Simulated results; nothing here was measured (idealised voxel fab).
Process module under the name voxel fin reveal
FYI the section here is cut, 265 nm wide, cells are 5 nm squares.
If you're reading a cross-section in this doc, picture square cells in a grid; it comes to you as bands, top ones listed first down to the bottom, and a band can be one or more rows of cells.
Quick guide to a band line: top height, bottom height (nm) up front; then every material left to right with its width in nm. Only one material and it's marked "full width"? Then it fills the band edge to edge. And "air" just means empty space.
Below 0: as-received wafer, all one material; heights counted from there. Lowest band: no bottom, goes on down, written "0 and below".
Width spec "30 to 40" -> top row of cells at first value, bottom row at second value, equal per-row change in between.
Key: "nothing different" - step with no changed cell in the cross-section.
"Closed-off voids": sealed empty spaces, 8 cells or more, no open way to top, listed width x height at distance, with distance from the left edge and width, height and distance in nm.
What comes after the settings on a step's line is commentary from the simulator itself on that step.
overlay nm: right-of-plan distance of the mask on a masked step; negative values mean left-of-plan.
**Planned process steps**
| 1 | op RECEIVE | material Si |
| 2 | op CONFORMAL_DEP | material SiN | thk nm 10 |
| 3 | op DIRECTIONAL_DEP | material aC | thk nm 15 |
| 4 | op PATTERN | tone cover | mask id FINS | material resist | width nm 15 | pitch nm 40 | thk nm 35 | overlay nm 0 |
| 5 | op DIRECTIONAL_ETCH | etch materials aC | depth nm 15 |
| 6 | op STRIP | etch materials resist |
| 7 | op DIRECTIONAL_ETCH | etch materials SiN | depth nm 10 |
| 8 | op DIRECTIONAL_ETCH | etch materials Si | depth nm 30 |
| 9 | op STRIP | etch materials aC |
| 10 | op OXIDIZE | depth nm 5 |
| 11 | op FILL_DEP | material SiO2 | thk nm 10 |
| 12 | op CMP | height nm 10 |
| 13 | op SELECTIVE_ETCH | etch materials SiO2 | depth nm 30 |
| 14 | op STRIP | etch materials SiN |
| 15 | op CONFORMAL_DEP | material SiO2 | thk nm 5 |
**First wafer of two (run as planned)**
**Delivered wafer in cross-section: state after step 1**
    0 and below: Si full width
    Closed-off voids: none
**Cross-section of the wafer subsequent to step 2**
    10 down to 0: SiN full width
    Nothing below the height 0 has changed.
**Cross-section of the wafer subsequent to step 3**
    25 down to 10: aC full width
    Nothing below the height 10 has changed.
**Cross-section of the wafer subsequent to step 4**
    60 down to 25: 85 air; 15 resist; 25 air; 15 resist; 25 air; 15 resist; 85 air
    Nothing below the height 25 has changed.
**Cross-section of the wafer subsequent to step 5**
    45 down to 25: 85 air; 15 resist; 25 air; 15 resist; 25 air; 15 resist; 85 air
    25 down to 10: 85 air; 15 aC; 25 air; 15 aC; 25 air; 15 aC; 85 air
    Nothing below the height 10 has changed.
**Cross-section of the wafer subsequent to step 6**
    25 down to 10: 85 air; 15 aC; 25 air; 15 aC; 25 air; 15 aC; 85 air
    Nothing below the height 10 has changed.
**Cross-section of the wafer subsequent to step 7**
    25 down to 10: 85 air; 15 aC; 25 air; 15 aC; 25 air; 15 aC; 85 air
    10 down to 0: 85 air; 15 SiN; 25 air; 15 SiN; 25 air; 15 SiN; 85 air
    Nothing below the height 0 has changed.
**Cross-section of the wafer subsequent to step 8**
    25 down to 10: 85 air; 15 aC; 25 air; 15 aC; 25 air; 15 aC; 85 air
    10 down to 0: 85 air; 15 SiN; 25 air; 15 SiN; 25 air; 15 SiN; 85 air
    0 down to -30: 85 air; 15 Si; 25 air; 15 Si; 25 air; 15 Si; 85 air
    Nothing below the height -30 has changed.
**Cross-section of the wafer subsequent to step 9**
    10 down to 0: 85 air; 15 SiN; 25 air; 15 SiN; 25 air; 15 SiN; 85 air
    Nothing below the height 0 has changed.
**Cross-section of the wafer subsequent to step 10**
    10 down to 0: 85 air; 15 SiN; 25 air; 15 SiN; 25 air; 15 SiN; 85 air
    0 down to -30: 85 air; 5 SiO2; 5 Si; 5 SiO2; 25 air; 5 SiO2; 5 Si; 5 SiO2; 25 air; 5 SiO2; 5 Si; 5 SiO2; 85 air
    -30 down to -35: 90 SiO2; 5 Si; 35 SiO2; 5 Si; 35 SiO2; 5 Si; 90 SiO2
    Nothing below the height -35 has changed.
**Cross-section of the wafer subsequent to step 11**
    20 down to 10: SiO2 full width
    10 down to 0: 85 SiO2; 15 SiN; 25 SiO2; 15 SiN; 25 SiO2; 15 SiN; 85 SiO2
    0 down to -35: 90 SiO2; 5 Si; 35 SiO2; 5 Si; 35 SiO2; 5 Si; 90 SiO2
    Nothing below the height -35 has changed.
**Cross-section of the wafer subsequent to step 12**
    10 down to 0: 85 SiO2; 15 SiN; 25 SiO2; 15 SiN; 25 SiO2; 15 SiN; 85 SiO2
    Nothing below the height 0 has changed.
**Cross-section of the wafer subsequent to step 13**
    10 down to 0: 85 air; 15 SiN; 25 air; 15 SiN; 25 air; 15 SiN; 85 air
    0 down to -20: 90 air; 5 Si; 35 air; 5 Si; 35 air; 5 Si; 90 air
    Nothing below the height -20 has changed.
**Cross-section of the wafer subsequent to step 14**
    0 down to -20: 90 air; 5 Si; 35 air; 5 Si; 35 air; 5 Si; 90 air
    Nothing below the height -20 has changed.
**Cross-section of the wafer subsequent to step 15**
    5 down to 0: 85 air; 15 SiO2; 25 air; 15 SiO2; 25 air; 15 SiO2; 85 air
    0 down to -15: 85 air; 5 SiO2; 5 Si; 5 SiO2; 25 air; 5 SiO2; 5 Si; 5 SiO2; 25 air; 5 SiO2; 5 Si; 5 SiO2; 85 air
    -15 down to -35: 90 SiO2; 5 Si; 35 SiO2; 5 Si; 35 SiO2; 5 Si; 90 SiO2
    Nothing below the height -35 has changed.
**Here the second wafer is described. Its start and its plan were those of the first wafer. Its run contained one mistake. Up to and including step 3, it did exactly what the first wafer did**
**Cross-sectional representation of the second wafer at the time designated in the plan for the completion of step 4**
    60 down to 25: 85 air; 20 resist; 20 air; 20 resist; 20 air; 20 resist; 80 air
    Nothing below the height 25 has changed.
**Cross-sectional representation of the second wafer at the time designated in the plan for the completion of step 5**
    45 down to 25: 85 air; 20 resist; 20 air; 20 resist; 20 air; 20 resist; 80 air
    25 down to 10: 85 air; 20 aC; 20 air; 20 aC; 20 air; 20 aC; 80 air
    Nothing below the height 10 has changed.
**Cross-sectional representation of the second wafer at the time designated in the plan for the completion of step 6**
    25 down to 10: 85 air; 20 aC; 20 air; 20 aC; 20 air; 20 aC; 80 air
    Nothing below the height 10 has changed.
**Cross-sectional representation of the second wafer at the time designated in the plan for the completion of step 7**
    25 down to 10: 85 air; 20 aC; 20 air; 20 aC; 20 air; 20 aC; 80 air
    10 down to 0: 85 air; 20 SiN; 20 air; 20 SiN; 20 air; 20 SiN; 80 air
    Nothing below the height 0 has changed.
**Cross-sectional representation of the second wafer at the time designated in the plan for the completion of step 8**
    25 down to 10: 85 air; 20 aC; 20 air; 20 aC; 20 air; 20 aC; 80 air
    10 down to 0: 85 air; 20 SiN; 20 air; 20 SiN; 20 air; 20 SiN; 80 air
    0 down to -30: 85 air; 20 Si; 20 air; 20 Si; 20 air; 20 Si; 80 air
    Nothing below the height -30 has changed.
**Cross-sectional representation of the second wafer at the time designated in the plan for the completion of step 9**
    10 down to 0: 85 air; 20 SiN; 20 air; 20 SiN; 20 air; 20 SiN; 80 air
    Nothing below the height 0 has changed.
**Cross-sectional representation of the second wafer at the time designated in the plan for the completion of step 10**
    10 down to 0: 85 air; 20 SiN; 20 air; 20 SiN; 20 air; 20 SiN; 80 air
    0 down to -30: 85 air; 5 SiO2; 10 Si; 5 SiO2; 20 air; 5 SiO2; 10 Si; 5 SiO2; 20 air; 5 SiO2; 10 Si; 5 SiO2; 80 air
    -30 down to -35: 90 SiO2; 10 Si; 30 SiO2; 10 Si; 30 SiO2; 10 Si; 85 SiO2
    Nothing below the height -35 has changed.
**Cross-sectional representation of the second wafer at the time designated in the plan for the completion of step 11**
    20 down to 10: SiO2 full width
    10 down to 0: 85 SiO2; 20 SiN; 20 SiO2; 20 SiN; 20 SiO2; 20 SiN; 80 SiO2
    0 down to -35: 90 SiO2; 10 Si; 30 SiO2; 10 Si; 30 SiO2; 10 Si; 85 SiO2
    Nothing below the height -35 has changed.
**Cross-sectional representation of the second wafer at the time designated in the plan for the completion of step 12**
    10 down to 0: 85 SiO2; 20 SiN; 20 SiO2; 20 SiN; 20 SiO2; 20 SiN; 80 SiO2
    Nothing below the height 0 has changed.
**Cross-sectional representation of the second wafer at the time designated in the plan for the completion of step 13**
    10 down to 0: 85 air; 20 SiN; 20 air; 20 SiN; 20 air; 20 SiN; 80 air
    0 down to -20: 90 air; 10 Si; 30 air; 10 Si; 30 air; 10 Si; 85 air
    Nothing below the height -20 has changed.
**Cross-sectional representation of the second wafer at the time designated in the plan for the completion of step 14**
    0 down to -20: 90 air; 10 Si; 30 air; 10 Si; 30 air; 10 Si; 85 air
    Nothing below the height -20 has changed.
**Cross-sectional representation of the second wafer at the time designated in the plan for the completion of step 15**
    5 down to 0: 85 air; 20 SiO2; 20 air; 20 SiO2; 20 air; 20 SiO2; 80 air
    0 down to -15: 85 air; 5 SiO2; 10 Si; 5 SiO2; 20 air; 5 SiO2; 10 Si; 5 SiO2; 20 air; 5 SiO2; 10 Si; 5 SiO2; 80 air
    -15 down to -35: 90 SiO2; 10 Si; 30 SiO2; 10 Si; 30 SiO2; 10 Si; 85 SiO2
    Nothing below the height -35 has changed.
Where did the run depart from the plan? step 4 deviated from plan and actually ran as op PATTERN | tone cover | mask id FINS | material resist | width nm 20 | pitch nm 40 | thk nm 35 | overlay nm 0
Final tally in cells, some materials are higher or lower on the second wafer than on the first: Si +21, SiO2 -9
